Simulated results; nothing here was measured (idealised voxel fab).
The name of this process module is voxel wiring stack.
Section cut is 295 nm wide and gridded with 5 nm square cells.
How to read a cross-section here: the picture is a grid of square cells, written as bands going from the top down, and any band can span one or more rows of cells. Band entry format. Leading values: height of top, height of bottom, nm. Remainder: materials in left-to-right order, each with its width in nm. Special words: "full width" on a single material, which then fills the band edge to edge; "empty", empty space. Height datum 0, below which the as-received substrate wafer is one material. Lowest band open at the bottom, running downward: "0..down". Width: "30->40" (first number = top row, second number = bottom row, same change from row to row of cells). For the purposes of this document, the phrase "no alteration" attached to a step denotes that no cell within the cross-section was modified by that step. Empty spaces counting at least 8 cells and having no open way to the top are listed in "Enclosed void catalog". The notation width x height at distance is used for each, the distance being from the left edge and all three values in nm. Post-settings text on a step line: simulator's own remark regarding the step. You can add "overlay nm" to a step's line. For a step with a mask, it describes how far the mask lay to the right of its planned position, and a negative number describes a lay to the left.
Steps planned for the process
1. RECEIVE [material Si]
2. CONFORMAL_DEP [material SiO2] [thk nm 15]
3. CONFORMAL_DEP [material SiN] [thk nm 5]
4. DIRECTIONAL_DEP [material lowk] [thk nm 15]
5. PATTERN [tone open] [mask id METAL_1] [material resist] [width nm 25] [pitch nm 55] [thk nm 15] [overlay nm 0]
6. DIRECTIONAL_ETCH [etch materials lowk] [depth nm 15]
7. DIRECTIONAL_ETCH [etch materials SiN] [depth nm 5]
8. STRIP [etch materials resist]
9. CONFORMAL_DEP [material TiN] [thk nm 5]
10. FILL_DEP [material Cu] [thk nm 10]
11. CMP [height nm 35]
12. CONFORMAL_DEP [material SiCN] [thk nm 5]
13. DIRECTIONAL_DEP [material lowk] [thk nm 10]
14. PATTERN [tone open] [mask id PLUG_1] [material resist] [width nm 15] [pitch nm 55] [thk nm 20] [overlay nm 0]
15. DIRECTIONAL_ETCH [etch materials lowk] [depth nm 10]
16. DIRECTIONAL_ETCH [etch materials SiCN] [depth nm 5]
17. STRIP [etch materials resist]
18. EPI [material Ru] [thk nm 10]
19. EPI [material Ru] [thk nm 5]
20. CONFORMAL_DEP [material SiCN] [thk nm 5]
21. DIRECTIONAL_DEP [material SiO2] [thk nm 25]
22. PATTERN [tone open] [mask id METAL_2] [material resist] [width nm 25] [pitch nm 55] [thk nm 15] [overlay nm 0]
23. DIRECTIONAL_ETCH [etch materials SiO2] [depth nm 25]
24. DIRECTIONAL_ETCH [etch materials SiCN] [depth nm 5]
25. STRIP [etch materials resist]
26. CONFORMAL_DEP [material TiN] [thk nm 5]
27. FILL_DEP [material Ru] [thk nm 5]
28. CMP [height nm 80]
29. CONFORMAL_DEP [material SiCN] [thk nm 5]
30. DIRECTIONAL_DEP [material SiO2] [thk nm 20]
31. MASKED_ETCH [tone open] [mask id PLUG_2] [width nm 15] [pitch nm 110] [etch materials SiO2] [depth nm 20] [overlay nm 0]
32. MASKED_ETCH [tone open] [mask id PLUG_2] [width nm 15] [pitch nm 110] [etch materials SiCN] [depth nm 5] [overlay nm 0]
33. EPI [material Ru] [thk nm 10]
34. EPI [material Ru] [thk nm 10]
35. EPI [material Ru] [thk nm 5]
36. CONFORMAL_DEP [material SiCN] [thk nm 5]
37. DIRECTIONAL_DEP [material lowk] [thk nm 20]
38. MASKED_ETCH [tone open] [mask id METAL_3] [width nm 25] [pitch nm 55] [etch materials lowk] [depth nm 20] [overlay nm 0]
39. MASKED_ETCH [tone open] [mask id METAL_3] [width nm 25] [pitch nm 55] [etch materials SiCN] [depth nm 5] [overlay nm 0]
40. CONFORMAL_DEP [material TiN] [thk nm 5]
41. FILL_DEP [material W] [thk nm 10]
42. CMP [height nm 130]
43. CONFORMAL_DEP [material SiCN] [thk nm 5]
44. DIRECTIONAL_DEP [material SiO2] [thk nm 35]
45. MASKED_ETCH [tone open] [mask id METAL_4_HOLES] [width nm 15] [pitch nm 55] [etch materials SiO2] [depth nm 35] [overlay nm 0]
46. PATTERN [tone open] [mask id METAL_4] [material resist] [width nm 25] [pitch nm 55] [thk nm 20] [overlay nm 0]
47. DIRECTIONAL_ETCH [etch materials SiO2] [depth nm 20]
48. DIRECTIONAL_ETCH [etch materials SiCN] [depth nm 5]
49. STRIP [etch materials resist]
50. CONFORMAL_DEP [material TiN] [thk nm 5]
51. FILL_DEP [material Ru] [thk nm 10]
52. CMP [height nm 170]
53. CONFORMAL_DEP [material SiCN] [thk nm 5]
The cross-section here shows the wafer as received, i.e. in its state after step 1
- 0..down  Si full width
- Enclosed void catalog: none
Figure: cross-sectional view of the wafer upon completion of the module, processed from the initial state and according to the plan depicted above, with one error introduced during execution
- 175..170  SiCN full width
- 170..155  80 of SiO2, 5 of TiN, 15 of Ru, 5 of TiN, 30 of SiO2, 5 of TiN, 15 of Ru, 5 of TiN, 30 of SiO2, 5 of TiN, 15 of Ru, 5 of TiN, 80 of SiO2
- 155..150  80 of SiO2, 5 of TiN, 5 of Ru, 15 of TiN, 30 of SiO2, 5 of TiN, 5 of Ru, 15 of TiN, 30 of SiO2, 5 of TiN, 5 of Ru, 15 of TiN, 80 of SiO2
- 150..135  80 of SiO2, 5 of TiN, 5 of Ru, 5 of TiN, 40 of SiO2, 5 of TiN, 5 of Ru, 5 of TiN, 40 of SiO2, 5 of TiN, 5 of Ru, 5 of TiN, 90 of SiO2
- 135..130  80 of SiCN, 15 of TiN, 40 of SiCN, 15 of TiN, 40 of SiCN, 15 of TiN, 90 of SiCN
- 130..110  80 of lowk, 5 of TiN, 15 of W, 5 of TiN, 30 of lowk, 5 of TiN, 15 of W, 5 of TiN, 30 of lowk, 5 of TiN, 15 of W, 5 of TiN, 80 of lowk
- 110..105  80 of SiCN, 25 of TiN, 30 of SiCN, 25 of TiN, 30 of SiCN, 25 of TiN, 80 of SiCN
- 105..85  80 of SiO2, 15 of Ru, 95 of SiO2, 15 of Ru, 90 of SiO2
- 85..80  80 of SiCN, 15 of Ru, 95 of SiCN, 15 of Ru, 90 of SiCN
- 80..55  80 of SiO2, 5 of TiN, 15 of Ru, 5 of TiN, 30 of SiO2, 5 of TiN, 15 of Ru, 5 of TiN, 30 of SiO2, 5 of TiN, 15 of Ru, 5 of TiN, 80 of SiO2
- 55..50  80 of SiCN, 25 of TiN, 30 of SiCN, 25 of TiN, 30 of SiCN, 25 of TiN, 80 of SiCN
- 50..40  80 of lowk, 15 of Ru, 40 of lowk, 15 of Ru, 40 of lowk, 15 of Ru, 90 of lowk
- 40..35  80 of SiCN, 15 of Ru, 40 of SiCN, 15 of Ru, 40 of SiCN, 15 of Ru, 90 of SiCN
- 35..30  85 of TiN, 15 of Cu, 40 of TiN, 15 of Cu, 40 of TiN, 15 of Cu, 85 of TiN
- 30..20  80 of lowk, 5 of TiN, 15 of Cu, 5 of TiN, 30 of lowk, 5 of TiN, 15 of Cu, 5 of TiN, 30 of lowk, 5 of TiN, 15 of Cu, 5 of TiN, 80 of lowk
- 20..15  80 of lowk, 25 of TiN, 30 of lowk, 25 of TiN, 30 of lowk, 25 of TiN, 80 of lowk
- 15..0  SiO2 full width
- 0..down  Si full width
- Enclosed void catalog: none
Here's what went sideways: step 3 was dropped from the plan's execution and never run
